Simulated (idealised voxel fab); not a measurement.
process module | voxel tone inversion
cross-section cut | 210 nm wide | cells 5 nm
A cross-section is a grid of square cells, given in bands from the top down. A band is one or more rows of cells.
Each band's line starts with the height of the band's top and of its bottom, in nm. Then come its materials from left to right, each with its width in nm. One material with "throughout" fills the band from edge to edge. "air" is empty space.
Height 0 is the level under which the wafer as received is all one material. The lowest band goes on downwards, as in "0 down".
A width such as "30 to 40" changes by the same amount from each row of cells to the next, from the band's top row to its bottom row.
"no change" after a step means that no cell of the cross-section changed.
closed voids: empty space of 8 cells or more with no open way to the top, each as width x height at its distance from the left edge, in nm
after a step's settings: what the simulator itself notes on the step
overlay nm, on a step with a mask: how far to the right of its planned place the mask lay; to the left if negative
plan
1 op RECEIVE | material Si
2 op CONFORMAL_DEP | material SiN | thk nm 5
3 op DIRECTIONAL_DEP | material polySi | thk nm 20
4 op PATTERN | tone cover | mask id POSTS | material resist | width nm 20 | pitch nm 45 | thk nm 30 | overlay nm 0
5 op DIRECTIONAL_ETCH | etch materials polySi | depth nm 20
6 op STRIP | etch materials resist
7 op FILL_DEP | material SiO2 | thk nm 5
8 op CMP | height nm 25
9 op STRIP | etch materials polySi
10 op CONFORMAL_DEP | material TiN | thk nm 5
11 op FILL_DEP | material Cu | thk nm 10
12 op CMP | height nm 25
13 op CONFORMAL_DEP | material SiN | thk nm 5
first wafer, as planned
as received, after step 1
  0 down: Si throughout
  closed voids: none
after step 2
  5 to 0: SiN throughout
  below 0: unchanged
after step 3
  25 to 5: polySi throughout
  below 5: unchanged
after step 4
  55 to 25: air 50 | resist 20 | air 25 | resist 20 | air 25 | resist 20 | air 50
  below 25: unchanged
after step 5
  55 to 25: air 50 | resist 20 | air 25 | resist 20 | air 25 | resist 20 | air 50
  25 to 5: air 50 | polySi 20 | air 25 | polySi 20 | air 25 | polySi 20 | air 50
  below 5: unchanged
after step 6
  25 to 5: air 50 | polySi 20 | air 25 | polySi 20 | air 25 | polySi 20 | air 50
  below 5: unchanged
after step 7
  30 to 25: SiO2 throughout
  25 to 5: SiO2 50 | polySi 20 | SiO2 25 | polySi 20 | SiO2 25 | polySi 20 | SiO2 50
  below 5: unchanged
after step 8
  25 to 5: SiO2 50 | polySi 20 | SiO2 25 | polySi 20 | SiO2 25 | polySi 20 | SiO2 50
  below 5: unchanged
after step 9
  25 to 5: SiO2 50 | air 20 | SiO2 25 | air 20 | SiO2 25 | air 20 | SiO2 50
  below 5: unchanged
after step 10
  30 to 25: TiN 55 | air 10 | TiN 35 | air 10 | TiN 35 | air 10 | TiN 55
  25 to 10: SiO2 50 | TiN 5 | air 10 | TiN 5 | SiO2 25 | TiN 5 | air 10 | TiN 5 | SiO2 25 | TiN 5 | air 10 | TiN 5 | SiO2 50
  10 to 5: SiO2 50 | TiN 20 | SiO2 25 | TiN 20 | SiO2 25 | TiN 20 | SiO2 50
  below 5: unchanged
after step 11
  40 to 30: Cu throughout
  30 to 25: TiN 55 | Cu 10 | TiN 35 | Cu 10 | TiN 35 | Cu 10 | TiN 55
  25 to 10: SiO2 50 | TiN 5 | Cu 10 | TiN 5 | SiO2 25 | TiN 5 | Cu 10 | TiN 5 | SiO2 25 | TiN 5 | Cu 10 | TiN 5 | SiO2 50
  below 10: unchanged
after step 12
  25 to 10: SiO2 50 | TiN 5 | Cu 10 | TiN 5 | SiO2 25 | TiN 5 | Cu 10 | TiN 5 | SiO2 25 | TiN 5 | Cu 10 | TiN 5 | SiO2 50
  below 10: unchanged
after step 13
  30 to 25: SiN throughout
  below 25: unchanged
second wafer: like start, like plan, one mistake. Through step 3 it matches the first wafer
when step 4 should have ended
  55 to 25: air 40 | resist 20 | air 25 | resist 20 | air 25 | resist 20 | air 60
  below 25: unchanged
when step 5 should have ended
  55 to 25: air 40 | resist 20 | air 25 | resist 20 | air 25 | resist 20 | air 60
  25 to 5: air 40 | polySi 20 | air 25 | polySi 20 | air 25 | polySi 20 | air 60
  below 5: unchanged
when step 6 should have ended
  25 to 5: air 40 | polySi 20 | air 25 | polySi 20 | air 25 | polySi 20 | air 60
  below 5: unchanged
when step 7 should have ended
  30 to 25: SiO2 throughout
  25 to 5: SiO2 40 | polySi 20 | SiO2 25 | polySi 20 | SiO2 25 | polySi 20 | SiO2 60
  below 5: unchanged
when step 8 should have ended
  25 to 5: SiO2 40 | polySi 20 | SiO2 25 | polySi 20 | SiO2 25 | polySi 20 | SiO2 60
  below 5: unchanged
when step 9 should have ended
  25 to 5: SiO2 40 | air 20 | SiO2 25 | air 20 | SiO2 25 | air 20 | SiO2 60
  below 5: unchanged
when step 10 should have ended
  30 to 25: TiN 45 | air 10 | TiN 35 | air 10 | TiN 35 | air 10 | TiN 65
  25 to 10: SiO2 40 | TiN 5 | air 10 | TiN 5 | SiO2 25 | TiN 5 | air 10 | TiN 5 | SiO2 25 | TiN 5 | air 10 | TiN 5 | SiO2 60
  10 to 5: SiO2 40 | TiN 20 | SiO2 25 | TiN 20 | SiO2 25 | TiN 20 | SiO2 60
  below 5: unchanged
when step 11 should have ended
  40 to 30: Cu throughout
  30 to 25: TiN 45 | Cu 10 | TiN 35 | Cu 10 | TiN 35 | Cu 10 | TiN 65
  25 to 10: SiO2 40 | TiN 5 | Cu 10 | TiN 5 | SiO2 25 | TiN 5 | Cu 10 | TiN 5 | SiO2 25 | TiN 5 | Cu 10 | TiN 5 | SiO2 60
  below 10: unchanged
when step 12 should have ended
  25 to 10: SiO2 40 | TiN 5 | Cu 10 | TiN 5 | SiO2 25 | TiN 5 | Cu 10 | TiN 5 | SiO2 25 | TiN 5 | Cu 10 | TiN 5 | SiO2 60
  below 10: unchanged
when step 13 should have ended
  30 to 25: SiN throughout
  below 25: unchanged
what went wrong: step 4 ran as: op PATTERN | tone cover | mask id POSTS | material resist | width nm 20 | pitch nm 45 | thk nm 30 | overlay nm -10
at the end the second wafer has, in cells: as many of each material as the first, in other places
